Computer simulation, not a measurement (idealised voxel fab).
Proc. module: voxel wiring stack
Section shown: cut. Width: 215 nm. Cell size: 5 nm, square.
Bands, listed from the top down, are how a cross-section gets written in this document; the cross-section itself is a grid of square cells, and a band is one or more rows of them. Top height, bottom height, nm. Materials left to right, width each, nm. Single material + "throughout" = fills band edge to edge. "blank" = empty. Ref level 0: as-received wafer is one material below here. Bottom band extends down with no lower bound ("z 0 and below"). Width spec "30->40" -> top row of cells at first value, bottom row at second value, equal per-row change in between. You'll sometimes find "remained unchanged" written for a step, and that's the way of saying that nowhere in the cross-section did a cell change during that step. Closed-off voids of 8+ cells (no open route to the top) go in "Sealed-off cavities", written width x height at distance from the left edge, in nm. Post-settings text on a step line: simulator's own remark regarding the step. "overlay nm" answers the question of how far to the right of plan the mask lay on a step that has a mask, and when it is negative the answer is to the left.
[Here's what the planned process steps look like]
1 op RECEIVE | material Si
2 op CONFORMAL_DEP | material SiO2 | thk nm 15
3 op CONFORMAL_DEP | material SiCN | thk nm 5
4 op DIRECTIONAL_DEP | material SiO2 | thk nm 25
5 op PATTERN | tone open | mask id METAL_1 | material resist | width nm 20 | pitch nm 45 | thk nm 15 | overlay nm 0
6 op DIRECTIONAL_ETCH | etch materials SiO2 | depth nm 25
7 op DIRECTIONAL_ETCH | etch materials SiCN | depth nm 5
8 op STRIP | etch materials resist
9 op CONFORMAL_DEP | material TiN | thk nm 5
10 op FILL_DEP | material W | thk nm 10
11 op CMP | height nm 45
12 op CONFORMAL_DEP | material SiCN | thk nm 5
13 op DIRECTIONAL_DEP | material lowk | thk nm 10
14 op PATTERN | tone open | mask id PLUG_1 | material resist | width nm 15 | pitch nm 90 | thk nm 20 | overlay nm 0
15 op DIRECTIONAL_ETCH | etch materials lowk | depth nm 10
16 op DIRECTIONAL_ETCH | etch materials SiCN | depth nm 5
17 op STRIP | etch materials resist
18 op CONFORMAL_DEP | material TiN | thk nm 5
19 op FILL_DEP | material Cu | thk nm 5
20 op CMP | height nm 60
21 op CONFORMAL_DEP | material SiCN | thk nm 5
22 op DIRECTIONAL_DEP | material lowk | thk nm 20
23 op DIRECTIONAL_DEP | material aC | thk nm 15
24 op PATTERN | tone open | mask id METAL_2 | material resist | width nm 20 | pitch nm 45 | thk nm 30 | overlay nm 0
25 op DIRECTIONAL_ETCH | etch materials aC | depth nm 15
26 op STRIP | etch materials resist
27 op DIRECTIONAL_ETCH | etch materials lowk | depth nm 20
28 op DIRECTIONAL_ETCH | etch materials SiCN | depth nm 5
29 op STRIP | etch materials aC
30 op CONFORMAL_DEP | material TiN | thk nm 5
31 op FILL_DEP | material Ru | thk nm 10
32 op CMP | height nm 85
33 op CONFORMAL_DEP | material SiCN | thk nm 5
34 op DIRECTIONAL_DEP | material SiO2 | thk nm 30
35 op PATTERN | tone open | mask id METAL_3 | material resist | width nm 20 | pitch nm 45 | thk nm 20 | overlay nm 0
36 op DIRECTIONAL_ETCH | etch materials SiO2 | depth nm 20
37 op STRIP | etch materials resist
38 op MASKED_ETCH | tone open | mask id METAL_3_HOLES | width nm 15 | pitch nm 90 | etch materials SiO2 | depth nm 10 | overlay nm 0
39 op MASKED_ETCH | tone open | mask id METAL_3_HOLES | width nm 15 | pitch nm 90 | etch materials SiCN | depth nm 5 | overlay nm 0
40 op CONFORMAL_DEP | material TiN | thk nm 5
41 op FILL_DEP | material Cu | thk nm 5
42 op CMP | height nm 120
43 op CONFORMAL_DEP | material SiCN | thk nm 5
Don't read the plan's thk nm for step 9 as applying to every wafer: that's the first wafer's value, and the wafers differ in it, though they all start identical.
[First of several wafers (as received, post step 1), cross-sectional view]
- z 0 and below: Si throughout
- Sealed-off cavities: none
[Here is the cross-section of the first of several wafers at the end of the module, after its last step, step 43]
- z 125 to 120: SiCN throughout
- z 120 to 105: 50 nm SiO2, 5 nm TiN, 10 nm Cu, 5 nm TiN, 25 nm SiO2, 5 nm TiN, 10 nm Cu, 5 nm TiN, 25 nm SiO2, 5 nm TiN, 10 nm Cu, 5 nm TiN, 55 nm SiO2
- z 105 to 100: 50 nm SiO2, 5 nm TiN, 5 nm Cu, 10 nm TiN, 25 nm SiO2, 20 nm TiN, 25 nm SiO2, 5 nm TiN, 5 nm Cu, 10 nm TiN, 55 nm SiO2
- z 100 to 90: 50 nm SiO2, 5 nm TiN, 5 nm Cu, 5 nm TiN, 75 nm SiO2, 5 nm TiN, 5 nm Cu, 5 nm TiN, 60 nm SiO2
- z 90 to 85: 50 nm SiCN, 15 nm TiN, 75 nm SiCN, 15 nm TiN, 60 nm SiCN
- z 85 to 65: 50 nm lowk, 5 nm TiN, 10 nm Ru, 5 nm TiN, 25 nm lowk, 5 nm TiN, 10 nm Ru, 5 nm TiN, 25 nm lowk, 5 nm TiN, 10 nm Ru, 5 nm TiN, 55 nm lowk
- z 65 to 60: 50 nm SiCN, 20 nm TiN, 25 nm SiCN, 20 nm TiN, 25 nm SiCN, 20 nm TiN, 55 nm SiCN
- z 60 to 50: 50 nm lowk, 5 nm TiN, 5 nm Cu, 5 nm TiN, 75 nm lowk, 5 nm TiN, 5 nm Cu, 5 nm TiN, 60 nm lowk
- z 50 to 45: 50 nm SiCN, 15 nm TiN, 75 nm SiCN, 15 nm TiN, 60 nm SiCN
- z 45 to 20: 50 nm SiO2, 5 nm TiN, 10 nm W, 5 nm TiN, 25 nm SiO2, 5 nm TiN, 10 nm W, 5 nm TiN, 25 nm SiO2, 5 nm TiN, 10 nm W, 5 nm TiN, 55 nm SiO2
- z 20 to 15: 50 nm SiCN, 20 nm TiN, 25 nm SiCN, 20 nm TiN, 25 nm SiCN, 20 nm TiN, 55 nm SiCN
- z 15 to 0: SiO2 throughout
- z 0 and below: Si throughout
- Sealed-off cavities: none
[Wafer cross-section (last wafer, module end)]
- z 125 to 120: SiCN throughout
- z 120 to 105: 50 nm SiO2, 5 nm TiN, 10 nm Cu, 5 nm TiN, 25 nm SiO2, 5 nm TiN, 10 nm Cu, 5 nm TiN, 25 nm SiO2, 5 nm TiN, 10 nm Cu, 5 nm TiN, 55 nm SiO2
- z 105 to 100: 50 nm SiO2, 5 nm TiN, 5 nm Cu, 10 nm TiN, 25 nm SiO2, 20 nm TiN, 25 nm SiO2, 5 nm TiN, 5 nm Cu, 10 nm TiN, 55 nm SiO2
- z 100 to 90: 50 nm SiO2, 5 nm TiN, 5 nm Cu, 5 nm TiN, 75 nm SiO2, 5 nm TiN, 5 nm Cu, 5 nm TiN, 60 nm SiO2
- z 90 to 85: 50 nm SiCN, 15 nm TiN, 75 nm SiCN, 15 nm TiN, 60 nm SiCN
- z 85 to 65: 50 nm lowk, 5 nm TiN, 10 nm Ru, 5 nm TiN, 25 nm lowk, 5 nm TiN, 10 nm Ru, 5 nm TiN, 25 nm lowk, 5 nm TiN, 10 nm Ru, 5 nm TiN, 55 nm lowk
- z 65 to 60: 50 nm SiCN, 20 nm TiN, 25 nm SiCN, 20 nm TiN, 25 nm SiCN, 20 nm TiN, 55 nm SiCN
- z 60 to 50: 50 nm lowk, 5 nm TiN, 5 nm Cu, 5 nm TiN, 75 nm lowk, 5 nm TiN, 5 nm Cu, 5 nm TiN, 60 nm lowk
- z 50 to 45: 50 nm SiCN, 15 nm TiN, 75 nm SiCN, 15 nm TiN, 60 nm SiCN
- z 45 to 20: 50 nm SiO2, 20 nm TiN, 25 nm SiO2, 20 nm TiN, 25 nm SiO2, 20 nm TiN, 55 nm SiO2
- z 20 to 15: 50 nm SiCN, 20 nm TiN, 25 nm SiCN, 20 nm TiN, 25 nm SiCN, 20 nm TiN, 55 nm SiCN
- z 15 to 0: SiO2 throughout
- z 0 and below: Si throughout
- Sealed-off cavities: none
[Where each wafer stands at the end of the module, a row apiece: cells of each material gained (+) or lost (-) since it was received, then closed voids]
thk nm 5; +28 Cu; +24 Ru; +179 SiCN; +482 SiO2; +134 TiN; +30 W; +198 lowk; Sealed-off cavities: none
thk nm 10; +28 Cu; +24 Ru; +179 SiCN; +482 SiO2; +164 TiN; +198 lowk; Sealed-off cavities: none
thk nm 15; +28 Cu; +24 Ru; +179 SiCN; +482 SiO2; +164 TiN; +198 lowk; Sealed-off cavities: none
thk nm 20; +28 Cu; +24 Ru; +179 SiCN; +482 SiO2; +164 TiN; +198 lowk; Sealed-off cavities: none
